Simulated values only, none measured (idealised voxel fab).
process module | voxel gate over fins
cross-section cut | 195 nm wide | cells 5 nm
A cross-section is a grid of square cells, given in bands from the top down. A band is one or more rows of cells.
Each band's line starts with the height of the band's top and of its bottom, in nm. Then come its materials from left to right, each with its width in nm. One material with "throughout" fills the band from edge to edge. "air" is empty space.
Height 0 is the level under which the wafer as received is all one material. The lowest band goes on downwards, as in "0 down".
A width such as "30 to 40" changes by the same amount from each row of cells to the next, from the band's top row to its bottom row.
"no change" after a step means that no cell of the cross-section changed.
closed voids: empty space of 8 cells or more with no open way to the top, each as width x height at its distance from the left edge, in nm
after a step's settings: what the simulator itself notes on the step
overlay nm, on a step with a mask: how far to the right of its planned place the mask lay; to the left if negative
plan
1 op RECEIVE | material Si
2 op CONFORMAL_DEP | material SiN | thk nm 5
3 op MASKED_ETCH | tone cover | mask id FINS | width nm 15 | pitch nm 55 | etch materials SiN | depth nm 5 | overlay nm 0
4 op MASKED_ETCH | tone cover | mask id FINS | width nm 15 | pitch nm 55 | etch materials Si | depth nm 35 | overlay nm 0
5 op FILL_DEP | material SiO2 | thk nm 15
6 op CMP | height nm 5
7 op DIRECTIONAL_DEP | material aC | thk nm 15
8 op PATTERN | tone open | mask id RAIL | material resist | width nm 15 | thk nm 30 | overlay nm 0
9 op DIRECTIONAL_ETCH | etch materials aC | depth nm 15
10 op STRIP | etch materials resist
11 op DIRECTIONAL_ETCH | etch materials SiO2 | depth nm 35
12 op STRIP | etch materials aC
13 op CONFORMAL_DEP | material TiN | thk nm 5
14 op FILL_DEP | material W | thk nm 5
15 op CMP | height nm 5
16 op SELECTIVE_ETCH | etch materials W Ru TiN | depth nm 20
17 op FILL_DEP | material SiO2 | thk nm 5
18 op CMP | height nm 5
19 op SELECTIVE_ETCH | etch materials SiO2 | depth nm 15
20 op STRIP | etch materials SiN
21 op CONFORMAL_DEP | material HfO2 | thk nm 5
22 op CONFORMAL_DEP | material TiN | thk nm 5
23 op FILL_DEP | material W | thk nm 15
24 op CMP | height nm 20
25 op CONFORMAL_DEP | material SiCN | thk nm 5
as received, after step 1
  0 down: Si throughout
  closed voids: none
first wafer at the end, as planned
  25 to 20: SiCN throughout
  20 to 10: W throughout
  10 to 5: W 25 | TiN 35 | W 20 | TiN 35 | W 20 | TiN 35 | W 25
  5 to 0: W 25 | TiN 5 | HfO2 25 | TiN 5 | W 20 | TiN 5 | HfO2 25 | TiN 5 | W 20 | TiN 5 | HfO2 25 | TiN 5 | W 25
  0 to -5: TiN 30 | HfO2 5 | Si 15 | HfO2 5 | TiN 30 | HfO2 5 | Si 15 | HfO2 5 | TiN 30 | HfO2 5 | Si 15 | HfO2 5 | TiN 30
  -5 to -10: HfO2 35 | Si 15 | HfO2 40 | Si 15 | HfO2 40 | Si 15 | HfO2 35
  -10 to -15: SiO2 35 | Si 15 | SiO2 40 | Si 15 | SiO2 40 | Si 15 | SiO2 35
  -15 to -25: SiO2 35 | Si 15 | SiO2 10 | TiN 5 | W 5 | TiN 5 | SiO2 15 | Si 15 | SiO2 40 | Si 15 | SiO2 35
  -25 to -30: SiO2 35 | Si 15 | SiO2 10 | TiN 15 | SiO2 15 | Si 15 | SiO2 40 | Si 15 | SiO2 35
  -30 to -35: SiO2 35 | Si 15 | SiO2 40 | Si 15 | SiO2 40 | Si 15 | SiO2 35
  -35 down: Si throughout
  closed voids: none
second wafer at the end: like start, like plan, one mistake
  25 to 20: SiCN throughout
  20 to 10: W throughout
  10 to 5: W 25 | TiN 35 | W 20 | TiN 35 | W 20 | TiN 35 | W 25
  5 to 0: W 25 | TiN 5 | HfO2 25 | TiN 5 | W 20 | TiN 5 | HfO2 25 | TiN 5 | W 20 | TiN 5 | HfO2 25 | TiN 5 | W 25
  0 to -5: TiN 30 | HfO2 5 | Si 15 | HfO2 5 | TiN 30 | HfO2 5 | Si 15 | HfO2 5 | TiN 30 | HfO2 5 | Si 15 | HfO2 5 | TiN 30
  -5 to -10: HfO2 35 | Si 15 | HfO2 40 | Si 15 | HfO2 40 | Si 15 | HfO2 35
  -10 to -15: SiO2 35 | Si 15 | SiO2 40 | Si 15 | SiO2 40 | Si 15 | SiO2 35
  -15 to -25: SiO2 35 | Si 15 | SiO2 10 | TiN 5 | W 5 | TiN 5 | SiO2 15 | Si 15 | SiO2 40 | Si 15 | SiO2 35
  -25 to -30: SiO2 35 | Si 15 | SiO2 10 | TiN 15 | SiO2 15 | Si 15 | SiO2 40 | Si 15 | SiO2 35
  -30 to -70: SiO2 35 | Si 15 | SiO2 40 | Si 15 | SiO2 40 | Si 15 | SiO2 35
  -70 down: Si throughout
  closed voids: none
what went wrong: step 4 was run twice
at the end the second wafer has, in cells: 210 fewer of Si | 210 more of SiO2
